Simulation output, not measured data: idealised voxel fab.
The process module presented herein is designated voxel transistor to metal.
Section cut is 285 nm wide and gridded with 5 nm square cells.
Heads up, the way a cross-section reads in here is a grid of square cells, handed over as bands from the top down, with every band being one or more rows of cells.
Heads up on the band format: heights come first, top then bottom, in nm. After that it's the materials left to right, each with its width in nm. A single material flagged "full width" fills the whole band edge to edge, and "empty" means there's empty space there.
Height datum 0, below which the as-received substrate wafer is one material. Lowest band open at the bottom, running downward: "0 -> down".
So if you see something like "30..40" for the width, read it as the top row of the band sitting at the first number and the bottom row at the second, with every row in between moving by the same amount as the last.
For the purposes of this document, the phrase "stayed the same" attached to a step denotes that no cell within the cross-section was modified by that step.
Each empty space that has no open way to the top and spans at least 8 cells appears under "Closed void inventory" as width x height at distance, the distance counted from the left edge, all in nm.
If you see something after the settings on a step's line, that's the simulator's own remark about that step.
"overlay nm" on a masked step: distance the mask lay right of its planned place, negative for left.
Guide to the pairs. Each holds a before and an after cross-section around one process step; the after cross-section is cut off at the lowest band that changed. Look under the pair for the step between them and its settings. Pairs can come from different runs of this module on the same starting wafer, so a pair follows on from the one above it only where its entry headed "Ahead of processing" says it does.

## Ahead of processing
> 75 -> 50  W full width
> 50 -> 45  TiN full width
> 45 -> 35  SiCN full width
> 35 -> 25  SiO2 45 nm; SiN 10 nm; SiO2 5 nm; SiCN 25 nm; SiO2 5 nm; SiN 10 nm; SiO2 85 nm; SiN 10 nm; SiO2 5 nm; SiCN 25 nm; SiO2 5 nm; SiN 10 nm; SiO2 45 nm
> 25 -> 5  SiO2 45 nm; SiN 10 nm; SiO2 5 nm; polySi 25 nm; SiO2 5 nm; SiN 10 nm; SiO2 85 nm; SiN 10 nm; SiO2 5 nm; polySi 25 nm; SiO2 5 nm; SiN 10 nm; SiO2 45 nm
> 5 -> 0  SiO2 15 nm; SiN 10 nm; SiO2 20 nm; SiN 10 nm; SiO2 5 nm; polySi 25 nm; SiO2 5 nm; SiN 10 nm; SiO2 20 nm; SiN 10 nm; SiO2 25 nm; SiN 10 nm; SiO2 20 nm; SiN 10 nm; SiO2 5 nm; polySi 25 nm; SiO2 5 nm; SiN 10 nm; SiO2 20 nm; SiN 10 nm; SiO2 15 nm
> 0 -> -5  SiO2 25 nm; nSi 5 nm; SiO2 10 nm; nSi 5 nm; SiO2 55 nm; nSi 5 nm; SiO2 10 nm; nSi 5 nm; SiO2 45 nm; nSi 5 nm; SiO2 10 nm; nSi 5 nm; SiO2 55 nm; nSi 5 nm; SiO2 10 nm; nSi 5 nm; SiO2 25 nm
> -5 -> -10  SiO2 20 nm; Si 5 nm; nSi 20 nm; Si 55 nm; nSi 20 nm; Si 5 nm; SiO2 35 nm; Si 5 nm; nSi 20 nm; Si 55 nm; nSi 20 nm; Si 5 nm; SiO2 20 nm
> -10 -> -30  SiO2 20 nm; Si 105 nm; SiO2 35 nm; Si 105 nm; SiO2 20 nm
> -30 -> down  Si full width
> Closed void inventory: none

## Structure After Step
> 90 -> 75  empty 20 nm; resist 20 nm; empty 65 nm; resist 20 nm; empty 35 nm; resist 20 nm; empty 65 nm; resist 20 nm; empty 20 nm
> For the remainder of the cross-section, below 75, there is no change.
> Closed void inventory: none
Connecting step for the cross-sections above: PATTERN [tone cover] [mask id METAL_1] [material resist] [width nm 20] [thk nm 15] [overlay nm 0]

Ahead of processing: Please consult the pair immediately above; the cross-section it shows after its step is the state before this step.

## Structure After Step
> 90 -> 75  empty 20 nm; resist 20 nm; empty 65 nm; resist 20 nm; empty 35 nm; resist 20 nm; empty 65 nm; resist 20 nm; empty 20 nm
> 75 -> 50  empty 20 nm; W 20 nm; empty 65 nm; W 20 nm; empty 35 nm; W 20 nm; empty 65 nm; W 20 nm; empty 20 nm
> For the remainder of the cross-section, below 50, there is no change.
> Closed void inventory: none
Connecting step for the cross-sections above: DIRECTIONAL_ETCH [etch materials W] [depth nm 25]

Ahead of processing: Please consult the pair immediately above; the cross-section it shows after its step is the state before this step.

## Structure After Step
> 90 -> 75  empty 20 nm; resist 20 nm; empty 65 nm; resist 20 nm; empty 35 nm; resist 20 nm; empty 65 nm; resist 20 nm; empty 20 nm
> 75 -> 50  empty 20 nm; W 20 nm; empty 65 nm; W 20 nm; empty 35 nm; W 20 nm; empty 65 nm; W 20 nm; empty 20 nm
> 50 -> 45  empty 20 nm; TiN 20 nm; empty 65 nm; TiN 20 nm; empty 35 nm; TiN 20 nm; empty 65 nm; TiN 20 nm; empty 20 nm
> For the remainder of the cross-section, below 45, there is no change.
> Closed void inventory: none
Connecting step for the cross-sections above: DIRECTIONAL_ETCH [etch materials TiN] [depth nm 5]

Ahead of processing: Please consult the pair immediately above; the cross-section it shows after its step is the state before this step.

## Structure After Step
> 75 -> 50  empty 20 nm; W 20 nm; empty 65 nm; W 20 nm; empty 35 nm; W 20 nm; empty 65 nm; W 20 nm; empty 20 nm
> For the remainder of the cross-section, below 50, there is no change.
> Closed void inventory: none
Connecting step for the cross-sections above: STRIP [etch materials resist]

Ahead of processing: Please consult the pair immediately above; the cross-section it shows after its step is the state before this step.

## Structure After Step
> 80 -> 75  empty 15 nm; SiN 30 nm; empty 55 nm; SiN 30 nm; empty 25 nm; SiN 30 nm; empty 55 nm; SiN 30 nm; empty 15 nm
> 75 -> 50  empty 15 nm; SiN 5 nm; W 20 nm; SiN 5 nm; empty 55 nm; SiN 5 nm; W 20 nm; SiN 5 nm; empty 25 nm; SiN 5 nm; W 20 nm; SiN 5 nm; empty 55 nm; SiN 5 nm; W 20 nm; SiN 5 nm; empty 15 nm
> 50 -> 45  SiN 20 nm; TiN 20 nm; SiN 65 nm; TiN 20 nm; SiN 35 nm; TiN 20 nm; SiN 65 nm; TiN 20 nm; SiN 20 nm
> For the remainder of the cross-section, below 45, there is no change.
> Closed void inventory: none
Connecting step for the cross-sections above: CONFORMAL_DEP [material SiN] [thk nm 5]

Ahead of processing: Please consult the pair immediately above; the cross-section it shows after its step is the state before this step.

## Structure After Step
> 90 -> 80  SiO2 full width
> 80 -> 75  SiO2 15 nm; SiN 30 nm; SiO2 55 nm; SiN 30 nm; SiO2 25 nm; SiN 30 nm; SiO2 55 nm; SiN 30 nm; SiO2 15 nm
> 75 -> 50  SiO2 15 nm; SiN 5 nm; W 20 nm; SiN 5 nm; SiO2 55 nm; SiN 5 nm; W 20 nm; SiN 5 nm; SiO2 25 nm; SiN 5 nm; W 20 nm; SiN 5 nm; SiO2 55 nm; SiN 5 nm; W 20 nm; SiN 5 nm; SiO2 15 nm
> For the remainder of the cross-section, below 50, there is no change.
> Closed void inventory: none
Connecting step for the cross-sections above: FILL_DEP [material SiO2] [thk nm 10]

Ahead of processing: Please consult the pair immediately above; the cross-section it shows after its step is the state before this step.

## Structure After Step
> 75 -> 50  SiO2 15 nm; SiN 5 nm; W 20 nm; SiN 5 nm; SiO2 55 nm; SiN 5 nm; W 20 nm; SiN 5 nm; SiO2 25 nm; SiN 5 nm; W 20 nm; SiN 5 nm; SiO2 55 nm; SiN 5 nm; W 20 nm; SiN 5 nm; SiO2 15 nm
> For the remainder of the cross-section, below 50, there is no change.
> Closed void inventory: none
Connecting step for the cross-sections above: CMP [height nm 75]

Ahead of processing: Please consult the pair immediately above; the cross-section it shows after its step is the state before this step.

## Structure After Step
> 80 -> 75  SiCN full width
> For the remainder of the cross-section, below 75, there is no change.
> Closed void inventory: none
Connecting step for the cross-sections above: CONFORMAL_DEP [material SiCN] [thk nm 5]

## Ahead of processing
> 55 -> 45  aC full width
> 45 -> 35  SiO2 full width
> 35 -> 25  SiO2 45 nm; SiN 10 nm; SiO2 5 nm; SiCN 25 nm; SiO2 5 nm; SiN 10 nm; SiO2 85 nm; SiN 10 nm; SiO2 5 nm; SiCN 25 nm; SiO2 5 nm; SiN 10 nm; SiO2 45 nm
> 25 -> 5  SiO2 45 nm; SiN 10 nm; SiO2 5 nm; polySi 25 nm; SiO2 5 nm; SiN 10 nm; SiO2 85 nm; SiN 10 nm; SiO2 5 nm; polySi 25 nm; SiO2 5 nm; SiN 10 nm; SiO2 45 nm
> 5 -> 0  SiO2 15 nm; SiN 10 nm; SiO2 20 nm; SiN 10 nm; SiO2 5 nm; polySi 25 nm; SiO2 5 nm; SiN 10 nm; SiO2 20 nm; SiN 10 nm; SiO2 25 nm; SiN 10 nm; SiO2 20 nm; SiN 10 nm; SiO2 5 nm; polySi 25 nm; SiO2 5 nm; SiN 10 nm; SiO2 20 nm; SiN 10 nm; SiO2 15 nm
> 0 -> -5  SiO2 25 nm; nSi 5 nm; SiO2 10 nm; nSi 5 nm; SiO2 55 nm; nSi 5 nm; SiO2 10 nm; nSi 5 nm; SiO2 45 nm; nSi 5 nm; SiO2 10 nm; nSi 5 nm; SiO2 55 nm; nSi 5 nm; SiO2 10 nm; nSi 5 nm; SiO2 25 nm
> -5 -> -10  SiO2 20 nm; Si 5 nm; nSi 20 nm; Si 55 nm; nSi 20 nm; Si 5 nm; SiO2 35 nm; Si 5 nm; nSi 20 nm; Si 55 nm; nSi 20 nm; Si 5 nm; SiO2 20 nm
> -10 -> -30  SiO2 20 nm; Si 105 nm; SiO2 35 nm; Si 105 nm; SiO2 20 nm
> -30 -> down  Si full width
> Closed void inventory: none

## Structure After Step
> 85 -> 55  empty 20 nm; resist 35 nm; empty 35 nm; resist 35 nm; empty 35 nm; resist 35 nm; empty 35 nm; resist 35 nm; empty 20 nm
> For the remainder of the cross-section, below 55, there is no change.
> Closed void inventory: none
Connecting step for the cross-sections above: PATTERN [tone cover] [mask id CONTACT] [material resist] [width nm 35] [pitch nm 70] [thk nm 30] [overlay nm 0]

Ahead of processing: Please consult the pair immediately above; the cross-section it shows after its step is the state before this step.

## Structure After Step
> 75 -> 55  empty 20 nm; resist 35 nm; empty 35 nm; resist 35 nm; empty 35 nm; resist 35 nm; empty 35 nm; resist 35 nm; empty 20 nm
> 55 -> 45  empty 20 nm; aC 35 nm; empty 35 nm; aC 35 nm; empty 35 nm; aC 35 nm; empty 35 nm; aC 35 nm; empty 20 nm
> For the remainder of the cross-section, below 45, there is no change.
> Closed void inventory: none
Connecting step for the cross-sections above: DIRECTIONAL_ETCH [etch materials aC] [depth nm 10]

Ahead of processing: Please consult the pair immediately above; the cross-section it shows after its step is the state before this step.

## Structure After Step
> 55 -> 45  empty 20 nm; aC 35 nm; empty 35 nm; aC 35 nm; empty 35 nm; aC 35 nm; empty 35 nm; aC 35 nm; empty 20 nm
> For the remainder of the cross-section, below 45, there is no change.
> Closed void inventory: none
Connecting step for the cross-sections above: STRIP [etch materials resist]

Ahead of processing: Please consult the pair immediately above; the cross-section it shows after its step is the state before this step.

## Structure After Step
> 55 -> 45  empty 20 nm; aC 35 nm; empty 35 nm; aC 35 nm; empty 35 nm; aC 35 nm; empty 35 nm; aC 35 nm; empty 20 nm
> 45 -> 35  empty 20 nm; SiO2 35 nm; empty 35 nm; SiO2 35 nm; empty 35 nm; SiO2 35 nm; empty 35 nm; SiO2 35 nm; empty 20 nm
> 35 -> 25  empty 20 nm; SiO2 25 nm; SiN 10 nm; empty 5 nm; SiCN 25 nm; empty 5 nm; SiN 10 nm; SiO2 25 nm; empty 35 nm; SiO2 25 nm; SiN 10 nm; empty 5 nm; SiCN 25 nm; empty 5 nm; SiN 10 nm; SiO2 25 nm; empty 20 nm
> 25 -> 5  empty 20 nm; SiO2 25 nm; SiN 10 nm; empty 5 nm; polySi 25 nm; empty 5 nm; SiN 10 nm; SiO2 25 nm; empty 35 nm; SiO2 25 nm; SiN 10 nm; empty 5 nm; polySi 25 nm; empty 5 nm; SiN 10 nm; SiO2 25 nm; empty 20 nm
> 5 -> 0  empty 15 nm; SiN 10 nm; SiO2 20 nm; SiN 10 nm; empty 5 nm; polySi 25 nm; empty 5 nm; SiN 10 nm; SiO2 20 nm; SiN 10 nm; empty 25 nm; SiN 10 nm; SiO2 20 nm; SiN 10 nm; empty 5 nm; polySi 25 nm; empty 5 nm; SiN 10 nm; SiO2 20 nm; SiN 10 nm; empty 15 nm
> 0 -> -5  empty 15 nm; SiO2 10 nm; nSi 5 nm; SiO2 10 nm; nSi 5 nm; SiO2 10 nm; empty 5 nm; SiO2 25 nm; empty 5 nm; SiO2 10 nm; nSi 5 nm; SiO2 10 nm; nSi 5 nm; SiO2 10 nm; empty 25 nm; SiO2 10 nm; nSi 5 nm; SiO2 10 nm; nSi 5 nm; SiO2 10 nm; empty 5 nm; SiO2 25 nm; empty 5 nm; SiO2 10 nm; nSi 5 nm; SiO2 10 nm; nSi 5 nm; SiO2 10 nm; empty 15 nm
> For the remainder of the cross-section, below -5, there is no change.
> Closed void inventory: none
Connecting step for the cross-sections above: DIRECTIONAL_ETCH [etch materials SiO2] [depth nm 50]

Ahead of processing: Please consult the pair immediately above; the cross-section it shows after its step is the state before this step.

## Structure After Step
> 45 -> 35  empty 20 nm; SiO2 35 nm; empty 35 nm; SiO2 35 nm; empty 35 nm; SiO2 35 nm; empty 35 nm; SiO2 35 nm; empty 20 nm
> For the remainder of the cross-section, below 35, there is no change.
> Closed void inventory: none
Connecting step for the cross-sections above: STRIP [etch materials aC]

Ahead of processing: Please consult the pair immediately above; the cross-section it shows after its step is the state before this step.

## Structure After Step
> 50 -> 45  empty 15 nm; TiN 45 nm; empty 25 nm; TiN 45 nm; empty 25 nm; TiN 45 nm; empty 25 nm; TiN 45 nm; empty 15 nm
> 45 -> 40  empty 15 nm; TiN 5 nm; SiO2 35 nm; TiN 5 nm; empty 25 nm; TiN 5 nm; SiO2 35 nm; TiN 5 nm; empty 25 nm; TiN 5 nm; SiO2 35 nm; TiN 5 nm; empty 25 nm; TiN 5 nm; SiO2 35 nm; TiN 5 nm; empty 15 nm
> 40 -> 35  empty 15 nm; TiN 5 nm; SiO2 35 nm; TiN 35 nm; SiO2 35 nm; TiN 5 nm; empty 25 nm; TiN 5 nm; SiO2 35 nm; TiN 35 nm; SiO2 35 nm; TiN 5 nm; empty 15 nm
> 35 -> 25  empty 15 nm; TiN 5 nm; SiO2 25 nm; SiN 10 nm; TiN 5 nm; SiCN 25 nm; TiN 5 nm; SiN 10 nm; SiO2 25 nm; TiN 5 nm; empty 25 nm; TiN 5 nm; SiO2 25 nm; SiN 10 nm; TiN 5 nm; SiCN 25 nm; TiN 5 nm; SiN 10 nm; SiO2 25 nm; TiN 5 nm; empty 15 nm
> 25 -> 10  empty 15 nm; TiN 5 nm; SiO2 25 nm; SiN 10 nm; TiN 5 nm; polySi 25 nm; TiN 5 nm; SiN 10 nm; SiO2 25 nm; TiN 5 nm; empty 25 nm; TiN 5 nm; SiO2 25 nm; SiN 10 nm; TiN 5 nm; polySi 25 nm; TiN 5 nm; SiN 10 nm; SiO2 25 nm; TiN 5 nm; empty 15 nm
> 10 -> 5  empty 10 nm; TiN 10 nm; SiO2 25 nm; SiN 10 nm; TiN 5 nm; polySi 25 nm; TiN 5 nm; SiN 10 nm; SiO2 25 nm; TiN 10 nm; empty 15 nm; TiN 10 nm; SiO2 25 nm; SiN 10 nm; TiN 5 nm; polySi 25 nm; TiN 5 nm; SiN 10 nm; SiO2 25 nm; TiN 10 nm; empty 10 nm
> 5 -> 0  empty 10 nm; TiN 5 nm; SiN 10 nm; SiO2 20 nm; SiN 10 nm; TiN 5 nm; polySi 25 nm; TiN 5 nm; SiN 10 nm; SiO2 20 nm; SiN 10 nm; TiN 5 nm; empty 15 nm; TiN 5 nm; SiN 10 nm; SiO2 20 nm; SiN 10 nm; TiN 5 nm; polySi 25 nm; TiN 5 nm; SiN 10 nm; SiO2 20 nm; SiN 10 nm; TiN 5 nm; empty 10 nm
> 0 -> -5  TiN 15 nm; SiO2 10 nm; nSi 5 nm; SiO2 10 nm; nSi 5 nm; SiO2 10 nm; TiN 5 nm; SiO2 25 nm; TiN 5 nm; SiO2 10 nm; nSi 5 nm; SiO2 10 nm; nSi 5 nm; SiO2 10 nm; TiN 25 nm; SiO2 10 nm; nSi 5 nm; SiO2 10 nm; nSi 5 nm; SiO2 10 nm; TiN 5 nm; SiO2 25 nm; TiN 5 nm; SiO2 10 nm; nSi 5 nm; SiO2 10 nm; nSi 5 nm; SiO2 10 nm; TiN 15 nm
> For the remainder of the cross-section, below -5, there is no change.
> Closed void inventory: none
Connecting step for the cross-sections above: CONFORMAL_DEP [material TiN] [thk nm 5]

Ahead of processing: Please consult the pair immediately above; the cross-section it shows after its step is the state before this step.

## Structure After Step
> 55 -> 50  W full width
> 50 -> 45  W 15 nm; TiN 45 nm; W 25 nm; TiN 45 nm; W 25 nm; TiN 45 nm; W 25 nm; TiN 45 nm; W 15 nm
> 45 -> 40  W 15 nm; TiN 5 nm; SiO2 35 nm; TiN 5 nm; W 25 nm; TiN 5 nm; SiO2 35 nm; TiN 5 nm; W 25 nm; TiN 5 nm; SiO2 35 nm; TiN 5 nm; W 25 nm; TiN 5 nm; SiO2 35 nm; TiN 5 nm; W 15 nm
> 40 -> 35  W 15 nm; TiN 5 nm; SiO2 35 nm; TiN 35 nm; SiO2 35 nm; TiN 5 nm; W 25 nm; TiN 5 nm; SiO2 35 nm; TiN 35 nm; SiO2 35 nm; TiN 5 nm; W 15 nm
> 35 -> 25  W 15 nm; TiN 5 nm; SiO2 25 nm; SiN 10 nm; TiN 5 nm; SiCN 25 nm; TiN 5 nm; SiN 10 nm; SiO2 25 nm; TiN 5 nm; W 25 nm; TiN 5 nm; SiO2 25 nm; SiN 10 nm; TiN 5 nm; SiCN 25 nm; TiN 5 nm; SiN 10 nm; SiO2 25 nm; TiN 5 nm; W 15 nm
> 25 -> 10  W 15 nm; TiN 5 nm; SiO2 25 nm; SiN 10 nm; TiN 5 nm; polySi 25 nm; TiN 5 nm; SiN 10 nm; SiO2 25 nm; TiN 5 nm; W 25 nm; TiN 5 nm; SiO2 25 nm; SiN 10 nm; TiN 5 nm; polySi 25 nm; TiN 5 nm; SiN 10 nm; SiO2 25 nm; TiN 5 nm; W 15 nm
> 10 -> 5  W 10 nm; TiN 10 nm; SiO2 25 nm; SiN 10 nm; TiN 5 nm; polySi 25 nm; TiN 5 nm; SiN 10 nm; SiO2 25 nm; TiN 10 nm; W 15 nm; TiN 10 nm; SiO2 25 nm; SiN 10 nm; TiN 5 nm; polySi 25 nm; TiN 5 nm; SiN 10 nm; SiO2 25 nm; TiN 10 nm; W 10 nm
> 5 -> 0  W 10 nm; TiN 5 nm; SiN 10 nm; SiO2 20 nm; SiN 10 nm; TiN 5 nm; polySi 25 nm; TiN 5 nm; SiN 10 nm; SiO2 20 nm; SiN 10 nm; TiN 5 nm; W 15 nm; TiN 5 nm; SiN 10 nm; SiO2 20 nm; SiN 10 nm; TiN 5 nm; polySi 25 nm; TiN 5 nm; SiN 10 nm; SiO2 20 nm; SiN 10 nm; TiN 5 nm; W 10 nm
> For the remainder of the cross-section, below 0, there is no change.
> Closed void inventory: none
Connecting step for the cross-sections above: FILL_DEP [material W] [thk nm 5]

Ahead of processing: Please consult the pair immediately above; the cross-section it shows after its step is the state before this step.

## Structure After Step
> 45 -> 40  W 15 nm; TiN 5 nm; SiO2 35 nm; TiN 5 nm; W 25 nm; TiN 5 nm; SiO2 35 nm; TiN 5 nm; W 25 nm; TiN 5 nm; SiO2 35 nm; TiN 5 nm; W 25 nm; TiN 5 nm; SiO2 35 nm; TiN 5 nm; W 15 nm
> For the remainder of the cross-section, below 40, there is no change.
> Closed void inventory: none
Connecting step for the cross-sections above: CMP [height nm 45]

Ahead of processing: Please consult the pair immediately above; the cross-section it shows after its step is the state before this step.

## Structure After Step
> 50 -> 45  TiN full width
> For the remainder of the cross-section, below 45, there is no change.
> Closed void inventory: none
Connecting step for the cross-sections above: DIRECTIONAL_DEP [material TiN] [thk nm 5]

Ahead of processing: Please consult the pair immediately above; the cross-section it shows after its step is the state before this step.

## Structure After Step
> 75 -> 50  W full width
> For the remainder of the cross-section, below 50, there is no change.
> Closed void inventory: none
Connecting step for the cross-sections above: DIRECTIONAL_DEP [material W] [thk nm 25]

Ahead of processing: Please consult the pair immediately above; the cross-section it shows after its step is the state before this step.

## Structure After Step
> 90 -> 75  empty 20 nm; resist 20 nm; empty 65 nm; resist 20 nm; empty 35 nm; resist 20 nm; empty 65 nm; resist 20 nm; empty 20 nm
> For the remainder of the cross-section, below 75, there is no change.
> Closed void inventory: none
Connecting step for the cross-sections above: PATTERN [tone cover] [mask id METAL_1] [material resist] [width nm 20] [thk nm 15] [overlay nm 0]

Ahead of processing: Please consult the pair immediately above; the cross-section it shows after its step is the state before this step.

## Structure After Step
> 90 -> 75  empty 20 nm; resist 20 nm; empty 65 nm; resist 20 nm; empty 35 nm; resist 20 nm; empty 65 nm; resist 20 nm; empty 20 nm
> 75 -> 50  empty 20 nm; W 20 nm; empty 65 nm; W 20 nm; empty 35 nm; W 20 nm; empty 65 nm; W 20 nm; empty 20 nm
> For the remainder of the cross-section, below 50, there is no change.
> Closed void inventory: none
Connecting step for the cross-sections above: DIRECTIONAL_ETCH [etch materials W] [depth nm 25]

Ahead of processing: Please consult the pair immediately above; the cross-section it shows after its step is the state before this step.

## Structure After Step
> 90 -> 75  empty 20 nm; resist 20 nm; empty 65 nm; resist 20 nm; empty 35 nm; resist 20 nm; empty 65 nm; resist 20 nm; empty 20 nm
> 75 -> 50  empty 20 nm; W 20 nm; empty 65 nm; W 20 nm; empty 35 nm; W 20 nm; empty 65 nm; W 20 nm; empty 20 nm
> 50 -> 45  empty 20 nm; TiN 20 nm; empty 65 nm; TiN 20 nm; empty 35 nm; TiN 20 nm; empty 65 nm; TiN 20 nm; empty 20 nm
> For the remainder of the cross-section, below 45, there is no change.
> Closed void inventory: none
Connecting step for the cross-sections above: DIRECTIONAL_ETCH [etch materials TiN] [depth nm 5]

Ahead of processing: Please consult the pair immediately above; the cross-section it shows after its step is the state before this step.

## Structure After Step
> 75 -> 50  empty 20 nm; W 20 nm; empty 65 nm; W 20 nm; empty 35 nm; W 20 nm; empty 65 nm; W 20 nm; empty 20 nm
> For the remainder of the cross-section, below 50, there is no change.
> Closed void inventory: none
Connecting step for the cross-sections above: STRIP [etch materials resist]

Ahead of processing: Please consult the pair immediately above; the cross-section it shows after its step is the state before this step.

## Structure After Step
> 80 -> 75  empty 15 nm; SiN 30 nm; empty 55 nm; SiN 30 nm; empty 25 nm; SiN 30 nm; empty 55 nm; SiN 30 nm; empty 15 nm
> 75 -> 50  empty 15 nm; SiN 5 nm; W 20 nm; SiN 5 nm; empty 55 nm; SiN 5 nm; W 20 nm; SiN 5 nm; empty 25 nm; SiN 5 nm; W 20 nm; SiN 5 nm; empty 55 nm; SiN 5 nm; W 20 nm; SiN 5 nm; empty 15 nm
> 50 -> 45  SiN 20 nm; TiN 20 nm; SiN 65 nm; TiN 20 nm; SiN 35 nm; TiN 20 nm; SiN 65 nm; TiN 20 nm; SiN 20 nm
> For the remainder of the cross-section, below 45, there is no change.
> Closed void inventory: none
Connecting step for the cross-sections above: CONFORMAL_DEP [material SiN] [thk nm 5]

Ahead of processing: Please consult the pair immediately above; the cross-section it shows after its step is the state before this step.

## Structure After Step
> 90 -> 80  SiO2 full width
> 80 -> 75  SiO2 15 nm; SiN 30 nm; SiO2 55 nm; SiN 30 nm; SiO2 25 nm; SiN 30 nm; SiO2 55 nm; SiN 30 nm; SiO2 15 nm
> 75 -> 50  SiO2 15 nm; SiN 5 nm; W 20 nm; SiN 5 nm; SiO2 55 nm; SiN 5 nm; W 20 nm; SiN 5 nm; SiO2 25 nm; SiN 5 nm; W 20 nm; SiN 5 nm; SiO2 55 nm; SiN 5 nm; W 20 nm; SiN 5 nm; SiO2 15 nm
> For the remainder of the cross-section, below 50, there is no change.
> Closed void inventory: none
Connecting step for the cross-sections above: FILL_DEP [material SiO2] [thk nm 10]

Ahead of processing: Please consult the pair immediately above; the cross-section it shows after its step is the state before this step.

## Structure After Step
> 75 -> 50  SiO2 15 nm; SiN 5 nm; W 20 nm; SiN 5 nm; SiO2 55 nm; SiN 5 nm; W 20 nm; SiN 5 nm; SiO2 25 nm; SiN 5 nm; W 20 nm; SiN 5 nm; SiO2 55 nm; SiN 5 nm; W 20 nm; SiN 5 nm; SiO2 15 nm
> For the remainder of the cross-section, below 50, there is no change.
> Closed void inventory: none
Connecting step for the cross-sections above: CMP [height nm 75]

Ahead of processing: Please consult the pair immediately above; the cross-section it shows after its step is the state before this step.

## Structure After Step
> 80 -> 75  SiCN full width
> For the remainder of the cross-section, below 75, there is no change.
> Closed void inventory: none
Connecting step for the cross-sections above: CONFORMAL_DEP [material SiCN] [thk nm 5]
